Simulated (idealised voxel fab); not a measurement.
process module | voxel fin reveal
cross-section cut | 205 nm wide | cells 5 nm
A cross-section is a grid of square cells, given in bands from the top down. A band is one or more rows of cells.
Each band's line starts with the height of the band's top and of its bottom, in nm. Then come its materials from left to right, each with its width in nm. One material with "throughout" fills the band from edge to edge. "air" is empty space.
Height 0 is the level under which the wafer as received is all one material. The lowest band goes on downwards, as in "0 down".
A width such as "30 to 40" changes by the same amount from each row of cells to the next, from the band's top row to its bottom row.
"no change" after a step means that no cell of the cross-section changed.
closed voids: empty space of 8 cells or more with no open way to the top, each as width x height at its distance from the left edge, in nm
after a step's settings: what the simulator itself notes on the step
overlay nm, on a step with a mask: how far to the right of its planned place the mask lay; to the left if negative
plan
1 op RECEIVE | material Si
2 op CONFORMAL_DEP | material SiN | thk nm 5
3 op MASKED_ETCH | tone cover | mask id FINS | width nm 15 | pitch nm 35 | etch materials SiN | depth nm 5 | overlay nm 0
4 op MASKED_ETCH | tone cover | mask id FINS | width nm 15 | pitch nm 35 | etch materials Si | depth nm 30 | overlay nm 0
5 op FILL_DEP | material SiO2 | thk nm 5
6 op CMP | height nm 5
7 op SELECTIVE_ETCH | etch materials SiO2 | depth nm 25
8 op STRIP | etch materials SiN
9 op CONFORMAL_DEP | material HfO2 | thk nm 5
as received, after step 1
  0 down: Si throughout
  closed voids: none
a wafer at the end: this start, this plan, one mistake
  5 to 0: air 70 | SiO2 25 | air 10 | SiO2 25 | air 75
  0 to -15: air 70 | SiO2 5 | Si 15 | SiO2 5 | air 10 | SiO2 5 | Si 15 | SiO2 5 | air 75
  -15 to -30: SiO2 75 | Si 15 | SiO2 20 | Si 15 | SiO2 80
  -30 down: Si throughout
  closed voids: none
what went wrong: step 9 ran as: op CONFORMAL_DEP | material SiO2 | thk nm 5
